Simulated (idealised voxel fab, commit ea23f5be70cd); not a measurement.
Presented below is a process module, voxel spacer lines.
Cross-sectional view cut (width: 250 nm; square cell size: 5 nm).
In this document a cross-section is written as a grid of square cells. It is given as a series of bands, listed from the top down, and a band is one or more rows of cells.
Band: top height; bottom height; in nm. Then, left to right: material with width in nm, for each material. "all across": a single material spanning edge to edge. "empty": empty space.
We count height from 0. Below that, the starting wafer is all one material. The lowest band never ends at the bottom but goes on down; see "top 0, no bottom" for how that is written.
Top row gets the first number, bottom row gets the second, and each row in between changes by the same step: that is how a band width like "30->40" works.
"all unchanged" after a step means that no cell of the cross-section changed.
Basically, "Enclosed void listing" tells you about the enclosed voids: empty spaces with no open way to the top, 8 cells or bigger, each written width x height at distance, where distance is from the left edge, all in nm.
What comes after the settings on a step's line is commentary from the simulator itself on that step.
The setting "overlay nm" may be written on the line of a step. When the step uses a mask, the value reports how far to the right of the planned place the mask lay, and a negative value reports that it lay to the left.

-- The process steps that were planned are listed below
1,RECEIVE: material Si
2,CONFORMAL_DEP: material Al2O3, thk nm 5
3,DIRECTIONAL_DEP: material W, thk nm 10
4,DIRECTIONAL_DEP: material polySi, thk nm 20
5,PATTERN: tone cover, mask id MANDREL, material resist, width nm 20, pitch nm 60, thk nm 25, overlay nm 0
6,DIRECTIONAL_ETCH: etch materials polySi, depth nm 20
7,STRIP: etch materials resist
8,CONFORMAL_DEP: material SiO2, thk nm 10
9,DIRECTIONAL_ETCH: etch materials SiO2, depth nm 10
10,STRIP: etch materials polySi
11,DIRECTIONAL_ETCH: etch materials W, depth nm 10
12,STRIP: etch materials SiO2

-- Wafer as received: cross-section following step 1
top 0, no bottom: Si all across
Enclosed void listing: none

-- End-of-module cross-section. Starting structure and process plan as above; one mistake made in running it
top 15, bottom 5: empty 85 | W 20 | empty 40 | W 20 | empty 85
top 5, bottom 0: Al2O3 all across
top 0, no bottom: Si all across
Enclosed void listing: none
In executing the process, a mistake was made relative to the plan: rather than as planned, step 5 actually ran as PATTERN: tone open, mask id MANDREL, material resist, width nm 20, pitch nm 60, thk nm 25, overlay nm 0
